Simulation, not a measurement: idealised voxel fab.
This section sets out a process module, namely voxel capacitor over wiring.
Cross-sectional view cut (width: 215 nm; square cell size: 5 nm).
Just so we're on the same page, the cross-sections are grids of square cells, and they're listed out in bands top to bottom, each band one or more rows deep. Band: top height; bottom height; in nm. Then, left to right: material with width in nm, for each material. "edge to edge": a single material spanning edge to edge. "air": empty space. A quick word on heights: they are counted from 0, and under that level the wafer as it came to us is one material throughout. The lowest band is different from the rest in having no bottom; it simply continues downward, written as in "0..down". A width such as "30..40" changes by the same amount from each row of cells to the next, from the band's top row to its bottom row. Where the words "nothing was modified" appear for a step, the cross-section shows no cell changed by that step; every cell remained as before. Reported under the label "Catalogued sealed voids" are the empty spaces having no open way to the top and comprising 8 cells or more; the notation for each is width x height at distance, in which the distance is measured from the left edge and all three values are in nm. Past the settings on a step's line: simulator remark, on that step. Each step line may optionally specify "overlay nm", which for a step with a mask gives the rightward distance between the mask's planned place and where it lay, a negative value indicating the leftward direction.
This section lists the process steps that were planned:
1,RECEIVE, material Si
2,CONFORMAL_DEP, material SiO2, thk nm 10
3,CONFORMAL_DEP, material SiN, thk nm 5
4,DIRECTIONAL_DEP, material lowk, thk nm 15
5,MASKED_ETCH, tone open, mask id METAL_1, width nm 30, pitch nm 100, etch materials lowk, depth nm 15, overlay nm 0
6,MASKED_ETCH, tone open, mask id METAL_1, width nm 30, pitch nm 100, etch materials SiN, depth nm 5, overlay nm 0
7,CONFORMAL_DEP, material TiN, thk nm 5
8,FILL_DEP, material Cu, thk nm 10
9,CMP, height nm 30
10,CONFORMAL_DEP, material SiCN, thk nm 5
11,DIRECTIONAL_DEP, material SiO2, thk nm 15
12,DIRECTIONAL_DEP, material aC, thk nm 15
13,PATTERN, tone open, mask id PLUG_1, material resist, width nm 15, thk nm 30, overlay nm 0
14,DIRECTIONAL_ETCH, etch materials aC, depth nm 15
15,STRIP, etch materials resist
16,DIRECTIONAL_ETCH, etch materials SiO2, depth nm 15
17,DIRECTIONAL_ETCH, etch materials SiCN, depth nm 5
18,STRIP, etch materials aC
19,CONFORMAL_DEP, material TiN, thk nm 5
20,FILL_DEP, material Cu, thk nm 5
21,CMP, height nm 50
22,DIRECTIONAL_DEP, material TiN, thk nm 10
23,DIRECTIONAL_DEP, material HfO2, thk nm 5
24,DIRECTIONAL_DEP, material TiN, thk nm 5
25,DIRECTIONAL_DEP, material aC, thk nm 10
26,PATTERN, tone cover, mask id UPPER_PLATE, material resist, width nm 75, thk nm 30, overlay nm 0
27,DIRECTIONAL_ETCH, etch materials aC, depth nm 10
28,STRIP, etch materials resist
29,DIRECTIONAL_ETCH, etch materials TiN, depth nm 5
30,DIRECTIONAL_ETCH, etch materials HfO2, depth nm 5
31,STRIP, etch materials aC
32,DIRECTIONAL_DEP, material aC, thk nm 10
33,PATTERN, tone cover, mask id LOWER_PLATE, material resist, width nm 85, thk nm 25, overlay nm 0
34,DIRECTIONAL_ETCH, etch materials aC, depth nm 10
35,STRIP, etch materials resist
36,DIRECTIONAL_ETCH, etch materials TiN, depth nm 10
37,STRIP, etch materials aC
38,FILL_DEP, material SiO2, thk nm 15
39,CMP, height nm 80
40,PATTERN, tone open, mask id PLUG_2, material resist, width nm 15, thk nm 15, overlay nm 0
41,DIRECTIONAL_ETCH, etch materials SiO2, depth nm 10
42,STRIP, etch materials resist
43,CONFORMAL_DEP, material TiN, thk nm 5
44,FILL_DEP, material W, thk nm 10
45,CMP, height nm 80
46,CONFORMAL_DEP, material SiCN, thk nm 5
Concerning the first of two wafers, which was run in accordance with the plan:
Incoming wafer in cross-section (state: after step 1):
  0..down  Si edge to edge
  Catalogued sealed voids: none
Presented here is a cross-section of the wafer after step 2 has been performed:
  10..0  SiO2 edge to edge
  Below 0 it's all the same as before, nothing changed down there.
Presented here is a cross-section of the wafer after step 3 has been performed:
  15..10  SiN edge to edge
  Below 10 it's all the same as before, nothing changed down there.
Presented here is a cross-section of the wafer after step 4 has been performed:
  30..15  lowk edge to edge
  Below 15 it's all the same as before, nothing changed down there.
Presented here is a cross-section of the wafer after step 5 has been performed:
  30..15  40 of lowk | 30 of air | 70 of lowk | 30 of air | 45 of lowk
  Below 15 it's all the same as before, nothing changed down there.
Presented here is a cross-section of the wafer after step 6 has been performed:
  30..15  40 of lowk | 30 of air | 70 of lowk | 30 of air | 45 of lowk
  15..10  40 of SiN | 30 of air | 70 of SiN | 30 of air | 45 of SiN
  Below 10 it's all the same as before, nothing changed down there.
Presented here is a cross-section of the wafer after step 7 has been performed:
  35..30  45 of TiN | 20 of air | 80 of TiN | 20 of air | 50 of TiN
  30..15  40 of lowk | 5 of TiN | 20 of air | 5 of TiN | 70 of lowk | 5 of TiN | 20 of air | 5 of TiN | 45 of lowk
  15..10  40 of SiN | 30 of TiN | 70 of SiN | 30 of TiN | 45 of SiN
  Below 10 it's all the same as before, nothing changed down there.
Presented here is a cross-section of the wafer after step 8 has been performed:
  45..35  Cu edge to edge
  35..30  45 of TiN | 20 of Cu | 80 of TiN | 20 of Cu | 50 of TiN
  30..15  40 of lowk | 5 of TiN | 20 of Cu | 5 of TiN | 70 of lowk | 5 of TiN | 20 of Cu | 5 of TiN | 45 of lowk
  Below 15 it's all the same as before, nothing changed down there.
Presented here is a cross-section of the wafer after step 9 has been performed:
  30..15  40 of lowk | 5 of TiN | 20 of Cu | 5 of TiN | 70 of lowk | 5 of TiN | 20 of Cu | 5 of TiN | 45 of lowk
  Below 15 it's all the same as before, nothing changed down there.
Presented here is a cross-section of the wafer after step 10 has been performed:
  35..30  SiCN edge to edge
  Below 30 it's all the same as before, nothing changed down there.
Presented here is a cross-section of the wafer after step 11 has been performed:
  50..35  SiO2 edge to edge
  Below 35 it's all the same as before, nothing changed down there.
Presented here is a cross-section of the wafer after step 12 has been performed:
  65..50  aC edge to edge
  Below 50 it's all the same as before, nothing changed down there.
Presented here is a cross-section of the wafer after step 13 has been performed:
  95..65  55 of resist | 15 of air | 145 of resist
  Below 65 it's all the same as before, nothing changed down there.
Presented here is a cross-section of the wafer after step 14 has been performed:
  80..65  55 of resist | 15 of air | 145 of resist
  65..50  55 of aC | 15 of air | 145 of aC
  Below 50 it's all the same as before, nothing changed down there.
Presented here is a cross-section of the wafer after step 15 has been performed:
  65..50  55 of aC | 15 of air | 145 of aC
  Below 50 it's all the same as before, nothing changed down there.
Presented here is a cross-section of the wafer after step 16 has been performed:
  65..50  55 of aC | 15 of air | 145 of aC
  50..35  55 of SiO2 | 15 of air | 145 of SiO2
  Below 35 it's all the same as before, nothing changed down there.
Presented here is a cross-section of the wafer after step 17 has been performed:
  65..50  55 of aC | 15 of air | 145 of aC
  50..35  55 of SiO2 | 15 of air | 145 of SiO2
  35..30  55 of SiCN | 15 of air | 145 of SiCN
  Below 30 it's all the same as before, nothing changed down there.
Presented here is a cross-section of the wafer after step 18 has been performed:
  50..35  55 of SiO2 | 15 of air | 145 of SiO2
  Below 35 it's all the same as before, nothing changed down there.
Presented here is a cross-section of the wafer after step 19 has been performed:
  55..50  60 of TiN | 5 of air | 150 of TiN
  50..35  55 of SiO2 | 5 of TiN | 5 of air | 5 of TiN | 145 of SiO2
  35..30  55 of SiCN | 15 of TiN | 145 of SiCN
  Below 30 it's all the same as before, nothing changed down there.
Presented here is a cross-section of the wafer after step 20 has been performed:
  60..55  Cu edge to edge
  55..50  60 of TiN | 5 of Cu | 150 of TiN
  50..35  55 of SiO2 | 5 of TiN | 5 of Cu | 5 of TiN | 145 of SiO2
  Below 35 it's all the same as before, nothing changed down there.
Presented here is a cross-section of the wafer after step 21 has been performed:
  50..35  55 of SiO2 | 5 of TiN | 5 of Cu | 5 of TiN | 145 of SiO2
  Below 35 it's all the same as before, nothing changed down there.
Presented here is a cross-section of the wafer after step 22 has been performed:
  60..50  TiN edge to edge
  Below 50 it's all the same as before, nothing changed down there.
Presented here is a cross-section of the wafer after step 23 has been performed:
  65..60  HfO2 edge to edge
  Below 60 it's all the same as before, nothing changed down there.
Presented here is a cross-section of the wafer after step 24 has been performed:
  70..65  TiN edge to edge
  Below 65 it's all the same as before, nothing changed down there.
Presented here is a cross-section of the wafer after step 25 has been performed:
  80..70  aC edge to edge
  Below 70 it's all the same as before, nothing changed down there.
Presented here is a cross-section of the wafer after step 26 has been performed:
  110..80  55 of air | 75 of resist | 85 of air
  Below 80 it's all the same as before, nothing changed down there.
Presented here is a cross-section of the wafer after step 27 has been performed:
  100..80  55 of air | 75 of resist | 85 of air
  80..70  55 of air | 75 of aC | 85 of air
  Below 70 it's all the same as before, nothing changed down there.
Presented here is a cross-section of the wafer after step 28 has been performed:
  80..70  55 of air | 75 of aC | 85 of air
  Below 70 it's all the same as before, nothing changed down there.
Presented here is a cross-section of the wafer after step 29 has been performed:
  80..70  55 of air | 75 of aC | 85 of air
  70..65  55 of air | 75 of TiN | 85 of air
  Below 65 it's all the same as before, nothing changed down there.
Presented here is a cross-section of the wafer after step 30 has been performed:
  80..70  55 of air | 75 of aC | 85 of air
  70..65  55 of air | 75 of TiN | 85 of air
  65..60  55 of air | 75 of HfO2 | 85 of air
  Below 60 it's all the same as before, nothing changed down there.
Presented here is a cross-section of the wafer after step 31 has been performed:
  70..65  55 of air | 75 of TiN | 85 of air
  Below 65 it's all the same as before, nothing changed down there.
Presented here is a cross-section of the wafer after step 32 has been performed:
  80..70  55 of air | 75 of aC | 85 of air
  70..65  55 of aC | 75 of TiN | 85 of aC
  65..60  55 of aC | 75 of HfO2 | 85 of aC
  Below 60 it's all the same as before, nothing changed down there.
Presented here is a cross-section of the wafer after step 33 has been performed:
  105..80  50 of air | 85 of resist | 80 of air
  80..70  50 of air | 5 of resist | 75 of aC | 5 of resist | 80 of air
  Below 70 it's all the same as before, nothing changed down there.
Presented here is a cross-section of the wafer after step 34 has been performed:
  95..80  50 of air | 85 of resist | 80 of air
  80..70  50 of air | 5 of resist | 75 of aC | 5 of resist | 80 of air
  70..65  50 of air | 5 of aC | 75 of TiN | 5 of aC | 80 of air
  65..60  50 of air | 5 of aC | 75 of HfO2 | 5 of aC | 80 of air
  Below 60 it's all the same as before, nothing changed down there.
Presented here is a cross-section of the wafer after step 35 has been performed:
  80..70  55 of air | 75 of aC | 85 of air
  Below 70 it's all the same as before, nothing changed down there.
Presented here is a cross-section of the wafer after step 36 has been performed:
  80..70  55 of air | 75 of aC | 85 of air
  70..65  50 of air | 5 of aC | 75 of TiN | 5 of aC | 80 of air
  65..60  50 of air | 5 of aC | 75 of HfO2 | 5 of aC | 80 of air
  60..50  50 of air | 85 of TiN | 80 of air
  Below 50 it's all the same as before, nothing changed down there.
Presented here is a cross-section of the wafer after step 37 has been performed:
  70..65  55 of air | 75 of TiN | 85 of air
  65..60  55 of air | 75 of HfO2 | 85 of air
  Below 60 it's all the same as before, nothing changed down there.
Presented here is a cross-section of the wafer after step 38 has been performed:
  85..70  SiO2 edge to edge
  70..65  55 of SiO2 | 75 of TiN | 85 of SiO2
  65..60  55 of SiO2 | 75 of HfO2 | 85 of SiO2
  60..50  50 of SiO2 | 85 of TiN | 80 of SiO2
  Below 50 it's all the same as before, nothing changed down there.
Presented here is a cross-section of the wafer after step 39 has been performed:
  80..70  SiO2 edge to edge
  Below 70 it's all the same as before, nothing changed down there.
Presented here is a cross-section of the wafer after step 40 has been performed:
  95..80  65 of resist | 15 of air | 135 of resist
  Below 80 it's all the same as before, nothing changed down there.
Presented here is a cross-section of the wafer after step 41 has been performed:
  95..80  65 of resist | 15 of air | 135 of resist
  80..70  65 of SiO2 | 15 of air | 135 of SiO2
  Below 70 it's all the same as before, nothing changed down there.
Presented here is a cross-section of the wafer after step 42 has been performed:
  80..70  65 of SiO2 | 15 of air | 135 of SiO2
  Below 70 it's all the same as before, nothing changed down there.
Presented here is a cross-section of the wafer after step 43 has been performed:
  85..80  70 of TiN | 5 of air | 140 of TiN
  80..75  65 of SiO2 | 5 of TiN | 5 of air | 5 of TiN | 135 of SiO2
  75..65  65..55 of SiO2 | 15..75 of TiN | 135..85 of SiO2
  Below 65 it's all the same as before, nothing changed down there.
Presented here is a cross-section of the wafer after step 44 has been performed:
  95..85  W edge to edge
  85..80  70 of TiN | 5 of W | 140 of TiN
  80..75  65 of SiO2 | 5 of TiN | 5 of W | 5 of TiN | 135 of SiO2
  Below 75 it's all the same as before, nothing changed down there.
Presented here is a cross-section of the wafer after step 45 has been performed:
  80..75  65 of SiO2 | 5 of TiN | 5 of W | 5 of TiN | 135 of SiO2
  Below 75 it's all the same as before, nothing changed down there.
Presented here is a cross-section of the wafer after step 46 has been performed:
  85..80  SiCN edge to edge
  Below 80 it's all the same as before, nothing changed down there.
Notes, second wafer: start = first wafer's, plan = first wafer's, execution had one mistake; history identical to first through step 3:
Second wafer profile in section, at the moment step 4 of the plan was meant to be complete:
  20..15  lowk edge to edge
  Below 15 it's all the same as before, nothing changed down there.
Second wafer profile in section, at the moment step 5 of the plan was meant to be complete:
  20..15  40 of lowk | 30 of air | 70 of lowk | 30 of air | 45 of lowk
  Below 15 it's all the same as before, nothing changed down there.
Second wafer profile in section, at the moment step 6 of the plan was meant to be complete:
  20..15  40 of lowk | 30 of air | 70 of lowk | 30 of air | 45 of lowk
  15..10  40 of SiN | 30 of air | 70 of SiN | 30 of air | 45 of SiN
  Below 10 it's all the same as before, nothing changed down there.
Second wafer profile in section, at the moment step 7 of the plan was meant to be complete:
  25..20  45 of TiN | 20 of air | 80 of TiN | 20 of air | 50 of TiN
  20..15  40 of lowk | 5 of TiN | 20 of air | 5 of TiN | 70 of lowk | 5 of TiN | 20 of air | 5 of TiN | 45 of lowk
  15..10  40 of SiN | 30 of TiN | 70 of SiN | 30 of TiN | 45 of SiN
  Below 10 it's all the same as before, nothing changed down there.
Second wafer profile in section, at the moment step 8 of the plan was meant to be complete:
  35..25  Cu edge to edge
  25..20  45 of TiN | 20 of Cu | 80 of TiN | 20 of Cu | 50 of TiN
  20..15  40 of lowk | 5 of TiN | 20 of Cu | 5 of TiN | 70 of lowk | 5 of TiN | 20 of Cu | 5 of TiN | 45 of lowk
  Below 15 it's all the same as before, nothing changed down there.
Second wafer profile in section, at the moment step 9 of the plan was meant to be complete:
  30..25  Cu edge to edge
  Below 25 it's all the same as before, nothing changed down there.
Second wafer profile in section, at the moment step 10 of the plan was meant to be complete:
  35..30  SiCN edge to edge
  Below 30 it's all the same as before, nothing changed down there.
Second wafer profile in section, at the moment step 11 of the plan was meant to be complete:
  50..35  SiO2 edge to edge
  Below 35 it's all the same as before, nothing changed down there.
Second wafer profile in section, at the moment step 12 of the plan was meant to be complete:
  65..50  aC edge to edge
  Below 50 it's all the same as before, nothing changed down there.
Second wafer profile in section, at the moment step 13 of the plan was meant to be complete:
  95..65  55 of resist | 15 of air | 145 of resist
  Below 65 it's all the same as before, nothing changed down there.
Second wafer profile in section, at the moment step 14 of the plan was meant to be complete:
  80..65  55 of resist | 15 of air | 145 of resist
  65..50  55 of aC | 15 of air | 145 of aC
  Below 50 it's all the same as before, nothing changed down there.
Second wafer profile in section, at the moment step 15 of the plan was meant to be complete:
  65..50  55 of aC | 15 of air | 145 of aC
  Below 50 it's all the same as before, nothing changed down there.
Second wafer profile in section, at the moment step 16 of the plan was meant to be complete:
  65..50  55 of aC | 15 of air | 145 of aC
  50..35  55 of SiO2 | 15 of air | 145 of SiO2
  Below 35 it's all the same as before, nothing changed down there.
Second wafer profile in section, at the moment step 17 of the plan was meant to be complete:
  65..50  55 of aC | 15 of air | 145 of aC
  50..35  55 of SiO2 | 15 of air | 145 of SiO2
  35..30  55 of SiCN | 15 of air | 145 of SiCN
  Below 30 it's all the same as before, nothing changed down there.
Second wafer profile in section, at the moment step 18 of the plan was meant to be complete:
  50..35  55 of SiO2 | 15 of air | 145 of SiO2
  Below 35 it's all the same as before, nothing changed down there.
Second wafer profile in section, at the moment step 19 of the plan was meant to be complete:
  55..50  60 of TiN | 5 of air | 150 of TiN
  50..35  55 of SiO2 | 5 of TiN | 5 of air | 5 of TiN | 145 of SiO2
  35..30  55 of SiCN | 15 of TiN | 145 of SiCN
  Below 30 it's all the same as before, nothing changed down there.
Second wafer profile in section, at the moment step 20 of the plan was meant to be complete:
  60..55  Cu edge to edge
  55..50  60 of TiN | 5 of Cu | 150 of TiN
  50..35  55 of SiO2 | 5 of TiN | 5 of Cu | 5 of TiN | 145 of SiO2
  Below 35 it's all the same as before, nothing changed down there.
Second wafer profile in section, at the moment step 21 of the plan was meant to be complete:
  50..35  55 of SiO2 | 5 of TiN | 5 of Cu | 5 of TiN | 145 of SiO2
  Below 35 it's all the same as before, nothing changed down there.
Second wafer profile in section, at the moment step 22 of the plan was meant to be complete:
  60..50  TiN edge to edge
  Below 50 it's all the same as before, nothing changed down there.
Second wafer profile in section, at the moment step 23 of the plan was meant to be complete:
  65..60  HfO2 edge to edge
  Below 60 it's all the same as before, nothing changed down there.
Second wafer profile in section, at the moment step 24 of the plan was meant to be complete:
  70..65  TiN edge to edge
  Below 65 it's all the same as before, nothing changed down there.
Second wafer profile in section, at the moment step 25 of the plan was meant to be complete:
  80..70  aC edge to edge
  Below 70 it's all the same as before, nothing changed down there.
Second wafer profile in section, at the moment step 26 of the plan was meant to be complete:
  110..80  55 of air | 75 of resist | 85 of air
  Below 80 it's all the same as before, nothing changed down there.
Second wafer profile in section, at the moment step 27 of the plan was meant to be complete:
  100..80  55 of air | 75 of resist | 85 of air
  80..70  55 of air | 75 of aC | 85 of air
  Below 70 it's all the same as before, nothing changed down there.
Second wafer profile in section, at the moment step 28 of the plan was meant to be complete:
  80..70  55 of air | 75 of aC | 85 of air
  Below 70 it's all the same as before, nothing changed down there.
Second wafer profile in section, at the moment step 29 of the plan was meant to be complete:
  80..70  55 of air | 75 of aC | 85 of air
  70..65  55 of air | 75 of TiN | 85 of air
  Below 65 it's all the same as before, nothing changed down there.
Second wafer profile in section, at the moment step 30 of the plan was meant to be complete:
  80..70  55 of air | 75 of aC | 85 of air
  70..65  55 of air | 75 of TiN | 85 of air
  65..60  55 of air | 75 of HfO2 | 85 of air
  Below 60 it's all the same as before, nothing changed down there.
Second wafer profile in section, at the moment step 31 of the plan was meant to be complete:
  70..65  55 of air | 75 of TiN | 85 of air
  Below 65 it's all the same as before, nothing changed down there.
Second wafer profile in section, at the moment step 32 of the plan was meant to be complete:
  80..70  55 of air | 75 of aC | 85 of air
  70..65  55 of aC | 75 of TiN | 85 of aC
  65..60  55 of aC | 75 of HfO2 | 85 of aC
  Below 60 it's all the same as before, nothing changed down there.
Second wafer profile in section, at the moment step 33 of the plan was meant to be complete:
  105..80  50 of air | 85 of resist | 80 of air
  80..70  50 of air | 5 of resist | 75 of aC | 5 of resist | 80 of air
  Below 70 it's all the same as before, nothing changed down there.
Second wafer profile in section, at the moment step 34 of the plan was meant to be complete:
  95..80  50 of air | 85 of resist | 80 of air
  80..70  50 of air | 5 of resist | 75 of aC | 5 of resist | 80 of air
  70..65  50 of air | 5 of aC | 75 of TiN | 5 of aC | 80 of air
  65..60  50 of air | 5 of aC | 75 of HfO2 | 5 of aC | 80 of air
  Below 60 it's all the same as before, nothing changed down there.
Second wafer profile in section, at the moment step 35 of the plan was meant to be complete:
  80..70  55 of air | 75 of aC | 85 of air
  Below 70 it's all the same as before, nothing changed down there.
Second wafer profile in section, at the moment step 36 of the plan was meant to be complete:
  80..70  55 of air | 75 of aC | 85 of air
  70..65  50 of air | 5 of aC | 75 of TiN | 5 of aC | 80 of air
  65..60  50 of air | 5 of aC | 75 of HfO2 | 5 of aC | 80 of air
  60..50  50 of air | 85 of TiN | 80 of air
  Below 50 it's all the same as before, nothing changed down there.
Second wafer profile in section, at the moment step 37 of the plan was meant to be complete:
  70..65  55 of air | 75 of TiN | 85 of air
  65..60  55 of air | 75 of HfO2 | 85 of air
  Below 60 it's all the same as before, nothing changed down there.
Second wafer profile in section, at the moment step 38 of the plan was meant to be complete:
  85..70  SiO2 edge to edge
  70..65  55 of SiO2 | 75 of TiN | 85 of SiO2
  65..60  55 of SiO2 | 75 of HfO2 | 85 of SiO2
  60..50  50 of SiO2 | 85 of TiN | 80 of SiO2
  Below 50 it's all the same as before, nothing changed down there.
Second wafer profile in section, at the moment step 39 of the plan was meant to be complete:
  80..70  SiO2 edge to edge
  Below 70 it's all the same as before, nothing changed down there.
Second wafer profile in section, at the moment step 40 of the plan was meant to be complete:
  95..80  65 of resist | 15 of air | 135 of resist
  Below 80 it's all the same as before, nothing changed down there.
Second wafer profile in section, at the moment step 41 of the plan was meant to be complete:
  95..80  65 of resist | 15 of air | 135 of resist
  80..70  65 of SiO2 | 15 of air | 135 of SiO2
  Below 70 it's all the same as before, nothing changed down there.
Second wafer profile in section, at the moment step 42 of the plan was meant to be complete:
  80..70  65 of SiO2 | 15 of air | 135 of SiO2
  Below 70 it's all the same as before, nothing changed down there.
Second wafer profile in section, at the moment step 43 of the plan was meant to be complete:
  85..80  70 of TiN | 5 of air | 140 of TiN
  80..75  65 of SiO2 | 5 of TiN | 5 of air | 5 of TiN | 135 of SiO2
  75..65  65..55 of SiO2 | 15..75 of TiN | 135..85 of SiO2
  Below 65 it's all the same as before, nothing changed down there.
Second wafer profile in section, at the moment step 44 of the plan was meant to be complete:
  95..85  W edge to edge
  85..80  70 of TiN | 5 of W | 140 of TiN
  80..75  65 of SiO2 | 5 of TiN | 5 of W | 5 of TiN | 135 of SiO2
  Below 75 it's all the same as before, nothing changed down there.
Second wafer profile in section, at the moment step 45 of the plan was meant to be complete:
  80..75  65 of SiO2 | 5 of TiN | 5 of W | 5 of TiN | 135 of SiO2
  Below 75 it's all the same as before, nothing changed down there.
Second wafer profile in section, at the moment step 46 of the plan was meant to be complete:
  85..80  SiCN edge to edge
  Below 80 it's all the same as before, nothing changed down there.
Nonconformance to the process plan: it should be noted that step 4 was executed with settings other than those planned, the operation and settings actually applied being DIRECTIONAL_DEP, material lowk, thk nm 5
The final cell counts differ between the wafers, with the second having more or fewer of some materials than the first: Cu +35; TiN +27; lowk -62
